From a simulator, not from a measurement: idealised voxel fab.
Name of the process module below: voxel air gaps
Section shown: cut. Width: 180 nm. Cell size: 5 nm, square.
Cross-sections here: square-cell grids, written as top-down lists of bands, a band being one or more rows of cells.
The entry gives the band's vertical extent as a top height and a bottom height in nm, then its horizontal make-up as materials from left to right, each with a width in nm. "blank" stands for empty space; a single material marked "everywhere" fills the band edge to edge.
Measure heights from 0. That's the level where, below it, the as-received wafer is all one material. The lowest band is bottomless and extends downward; write it as in "0 nm and below".
Think of "30->40" as a width that walks from the first number to the second as you go down the band, top row to bottom row, taking equal-sized steps from row to row.
"same as before" after a step means that no cell of the cross-section changed.
Enclosed voids: empty space of 8 cells or more with no open way to the top, each as width x height at its distance from the left edge, in nm
Where a step's line continues beyond its settings, the continuation is a remark by the simulator itself on that step.
overlay nm: on a step with a mask, how far right of its planned place the mask lay; negative means left.
BELOW IS THE LIST OF PLANNED PROCESS STEPS
1 RECEIVE (material Si)
2 CONFORMAL_DEP (material SiO2; thk nm 10)
3 CONFORMAL_DEP (material SiN; thk nm 5)
4 DIRECTIONAL_DEP (material SiO2; thk nm 40)
5 MASKED_ETCH (tone open; mask id LINES; width nm 25; pitch nm 55; etch materials SiO2; depth nm 40; overlay nm 0)
6 CONFORMAL_DEP (material TiN; thk nm 5)
7 FILL_DEP (material Ru; thk nm 10)
8 CMP (height nm 55)
9 EPI (material Ru; thk nm 10)
10 SELECTIVE_ETCH (etch materials SiO2; depth nm 50)
11 CONFORMAL_DEP (material SiCN; thk nm 5)
THE FIRST OF TWO WAFERS, RUN AS PLANNED
WAFER CROSS-SECTION ON RECEIPT, I.E. AFTER STEP 1
	0 nm and below = Si everywhere
	Enclosed voids: none
AFTER STEP 2: WAFER CROSS-SECTION
	10 nm to 0 nm = SiO2 everywhere
	Below 0 it's all the same as before, nothing changed down there.
AFTER STEP 3: WAFER CROSS-SECTION
	15 nm to 10 nm = SiN everywhere
	Below 10 it's all the same as before, nothing changed down there.
AFTER STEP 4: WAFER CROSS-SECTION
	55 nm to 15 nm = SiO2 everywhere
	Below 15 it's all the same as before, nothing changed down there.
AFTER STEP 5: WAFER CROSS-SECTION
	55 nm to 15 nm = SiO2=20; blank=25; SiO2=30; blank=25; SiO2=30; blank=25; SiO2=25
	Below 15 it's all the same as before, nothing changed down there.
AFTER STEP 6: WAFER CROSS-SECTION
	60 nm to 55 nm = TiN=25; blank=15; TiN=40; blank=15; TiN=40; blank=15; TiN=30
	55 nm to 20 nm = SiO2=20; TiN=5; blank=15; TiN=5; SiO2=30; TiN=5; blank=15; TiN=5; SiO2=30; TiN=5; blank=15; TiN=5; SiO2=25
	20 nm to 15 nm = SiO2=20; TiN=25; SiO2=30; TiN=25; SiO2=30; TiN=25; SiO2=25
	Below 15 it's all the same as before, nothing changed down there.
AFTER STEP 7: WAFER CROSS-SECTION
	70 nm to 60 nm = Ru everywhere
	60 nm to 55 nm = TiN=25; Ru=15; TiN=40; Ru=15; TiN=40; Ru=15; TiN=30
	55 nm to 20 nm = SiO2=20; TiN=5; Ru=15; TiN=5; SiO2=30; TiN=5; Ru=15; TiN=5; SiO2=30; TiN=5; Ru=15; TiN=5; SiO2=25
	Below 20 it's all the same as before, nothing changed down there.
AFTER STEP 8: WAFER CROSS-SECTION
	55 nm to 20 nm = SiO2=20; TiN=5; Ru=15; TiN=5; SiO2=30; TiN=5; Ru=15; TiN=5; SiO2=30; TiN=5; Ru=15; TiN=5; SiO2=25
	Below 20 it's all the same as before, nothing changed down there.
AFTER STEP 9: WAFER CROSS-SECTION
	65 nm to 55 nm = blank=10; Ru=45; blank=10; Ru=45; blank=10; Ru=45; blank=15
	Below 55 it's all the same as before, nothing changed down there.
AFTER STEP 10: WAFER CROSS-SECTION
	65 nm to 55 nm = blank=10; Ru=45; blank=10; Ru=45; blank=10; Ru=45; blank=15
	55 nm to 20 nm = blank=20; TiN=5; Ru=15; TiN=5; blank=30; TiN=5; Ru=15; TiN=5; blank=30; TiN=5; Ru=15; TiN=5; blank=25
	20 nm to 15 nm = blank=20; TiN=25; blank=30; TiN=25; blank=30; TiN=25; blank=25
	Below 15 it's all the same as before, nothing changed down there.
AFTER STEP 11: WAFER CROSS-SECTION
	70 nm to 65 nm = blank=5; SiCN=165; blank=10
	65 nm to 55 nm = blank=5; SiCN=5; Ru=45; SiCN=10; Ru=45; SiCN=10; Ru=45; SiCN=5; blank=10
	55 nm to 50 nm = blank=5; SiCN=15; TiN=5; Ru=15; TiN=5; SiCN=30; TiN=5; Ru=15; TiN=5; SiCN=30; TiN=5; Ru=15; TiN=5; SiCN=15; blank=10
	50 nm to 20 nm = blank=15; SiCN=5; TiN=5; Ru=15; TiN=5; SiCN=5; blank=20; SiCN=5; TiN=5; Ru=15; TiN=5; SiCN=5; blank=20; SiCN=5; TiN=5; Ru=15; TiN=5; SiCN=5; blank=20
	20 nm to 15 nm = SiCN=20; TiN=25; SiCN=30; TiN=25; SiCN=30; TiN=25; SiCN=25
	Below 15 it's all the same as before, nothing changed down there.
	Enclosed voids: 20 x 30 at 50; 20 x 30 at 105
OKAY, SECOND WAFER. NOTHING DIFFERENT AT THE START, NOTHING DIFFERENT IN THE PLAN, JUST ONE MISTAKE SOMEWHERE IN THE RUNNING. AS FAR AS STEP 8, COUNTING THAT STEP, IT'S THE FIRST WAFER ALL OVER AGAIN
HERE IS THE SECOND WAFER IN CROSS-SECTION AT THE POINT WHERE STEP 9 OF THE PLAN SHOULD HAVE BEEN DONE
	75 nm to 55 nm = Ru=175; blank=5
	Below 55 it's all the same as before, nothing changed down there.
HERE IS THE SECOND WAFER IN CROSS-SECTION AT THE POINT WHERE STEP 10 OF THE PLAN SHOULD HAVE BEEN DONE
	75 nm to 55 nm = Ru=175; blank=5
	55 nm to 20 nm = SiO2=20; TiN=5; Ru=15; TiN=5; SiO2=30; TiN=5; Ru=15; TiN=5; SiO2=30; TiN=5; Ru=15; TiN=5; blank=25
	20 nm to 15 nm = SiO2=20; TiN=25; SiO2=30; TiN=25; SiO2=30; TiN=25; blank=25
	Below 15 it's all the same as before, nothing changed down there.
HERE IS THE SECOND WAFER IN CROSS-SECTION AT THE POINT WHERE STEP 11 OF THE PLAN SHOULD HAVE BEEN DONE
	80 nm to 75 nm = SiCN everywhere
	75 nm to 55 nm = Ru=175; SiCN=5
	55 nm to 50 nm = SiO2=20; TiN=5; Ru=15; TiN=5; SiO2=30; TiN=5; Ru=15; TiN=5; SiO2=30; TiN=5; Ru=15; TiN=5; SiCN=25
	50 nm to 20 nm = SiO2=20; TiN=5; Ru=15; TiN=5; SiO2=30; TiN=5; Ru=15; TiN=5; SiO2=30; TiN=5; Ru=15; TiN=5; SiCN=5; blank=20
	20 nm to 15 nm = SiO2=20; TiN=25; SiO2=30; TiN=25; SiO2=30; TiN=25; SiCN=25
	Below 15 it's all the same as before, nothing changed down there.
	Enclosed voids: 20 x 30 at 160
So what did we get wrong on this run? twice over, step 9 of the plan was run
The final cell counts differ between the wafers, with the second having more or fewer of some materials than the first: Ru +86, SiCN -64, SiO2 +128
End state: 2 closed voids on the first wafer, 1 on the second.
